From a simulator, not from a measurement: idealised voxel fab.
Process module in this document: voxel gate over fins
Section cut is 155 nm wide and gridded with 5 nm square cells.
Cross-section spec: square-cell grid; bands listed top down; each band is one or more rows.
Top height, bottom height, nm. Materials left to right, width each, nm. Single material + "everywhere" = fills band edge to edge. "air" = empty.
The level at which height equals 0 is the one under which the wafer, as it arrives, is entirely one material. No lower edge exists for the bottom band, which continues downward and is notated as in "0 down".
The notation "30 to 40" denotes a width that varies across the rows of cells in the band, beginning at the first number in the top row, finishing at the second number in the bottom row, and changing by an identical amount from each row to the next.
"everything unchanged" -> step changed no cross-section cell.
"Encapsulated voids" contains a list of empty spaces, each no smaller than 8 cells and without an open way to the top, written in the form width x height at distance with the distance from the left edge and all three in nm.
On a step's line, text after the settings is the simulator commenting on that step.
The optional step-line setting "overlay nm" applies to steps with a mask and quantifies how far to the right of its planned location the mask lay, a negative value indicating leftward placement.
BELOW IS THE LIST OF PLANNED PROCESS STEPS
- 1: RECEIVE | material Si
- 2: CONFORMAL_DEP | material SiN | thk nm 10
- 3: MASKED_ETCH | tone cover | mask id FINS | width nm 15 | pitch nm 55 | etch materials SiN | depth nm 10 | overlay nm 0
- 4: MASKED_ETCH | tone cover | mask id FINS | width nm 15 | pitch nm 55 | etch materials Si | depth nm 30 | overlay nm 0
- 5: FILL_DEP | material SiO2 | thk nm 10
- 6: CMP | height nm 10
- 7: DIRECTIONAL_DEP | material aC | thk nm 10
- 8: PATTERN | tone open | mask id RAIL | material resist | width nm 15 | thk nm 25 | overlay nm 0
- 9: DIRECTIONAL_ETCH | etch materials aC | depth nm 10
- 10: STRIP | etch materials resist
- 11: DIRECTIONAL_ETCH | etch materials SiO2 | depth nm 35
- 12: STRIP | etch materials aC
- 13: CONFORMAL_DEP | material TiN | thk nm 5
- 14: FILL_DEP | material W | thk nm 5
- 15: CMP | height nm 10
- 16: SELECTIVE_ETCH | etch materials W Ru TiN | depth nm 30
- 17: FILL_DEP | material SiO2 | thk nm 5
- 18: CMP | height nm 10
- 19: SELECTIVE_ETCH | etch materials SiO2 | depth nm 25
- 20: STRIP | etch materials SiN
- 21: CONFORMAL_DEP | material HfO2 | thk nm 5
- 22: CONFORMAL_DEP | material TiN | thk nm 5
- 23: FILL_DEP | material W | thk nm 15
- 24: CMP | height nm 20
- 25: CONFORMAL_DEP | material SiCN | thk nm 10
STEP 1 COMPLETE: CROSS-SECTION OF THE WAFER AS RECEIVED
0 down  Si everywhere
Encapsulated voids: none
MODULE COMPLETE, CROSS-SECTION. STARTING POINT AND PLAN PER ABOVE. ONE MISTAKE MADE IN RUNNING THE MODULE
30 to 20  SiCN everywhere
20 to 10  W everywhere
10 to 5  W 30 nm  TiN 35 nm  W 20 nm  TiN 35 nm  W 35 nm
5 to 0  W 30 nm  TiN 5 nm  HfO2 25 nm  TiN 5 nm  W 20 nm  TiN 5 nm  HfO2 25 nm  TiN 5 nm  W 35 nm
0 to -5  W 30 nm  TiN 5 nm  HfO2 5 nm  Si 15 nm  HfO2 5 nm  TiN 5 nm  W 20 nm  TiN 5 nm  HfO2 5 nm  Si 15 nm  HfO2 5 nm  TiN 5 nm  W 35 nm
-5 to -10  TiN 35 nm  HfO2 5 nm  Si 15 nm  HfO2 5 nm  TiN 30 nm  HfO2 5 nm  Si 15 nm  HfO2 5 nm  TiN 40 nm
-10 to -15  HfO2 40 nm  Si 15 nm  HfO2 40 nm  Si 15 nm  HfO2 45 nm
-15 to -20  SiO2 40 nm  Si 15 nm  SiO2 40 nm  Si 15 nm  SiO2 45 nm
-20 to -25  TiN 40 nm  Si 15 nm  TiN 10 nm  SiO2 15 nm  TiN 15 nm  Si 15 nm  TiN 45 nm
-25 to -30  SiO2 40 nm  Si 15 nm  SiO2 40 nm  Si 15 nm  SiO2 45 nm
-30 down  Si everywhere
Encapsulated voids: none
Deviation noted in wafer processing: step 8 changed vs plan, executed as PATTERN | tone cover | mask id RAIL | material resist | width nm 15 | thk nm 25 | overlay nm 0
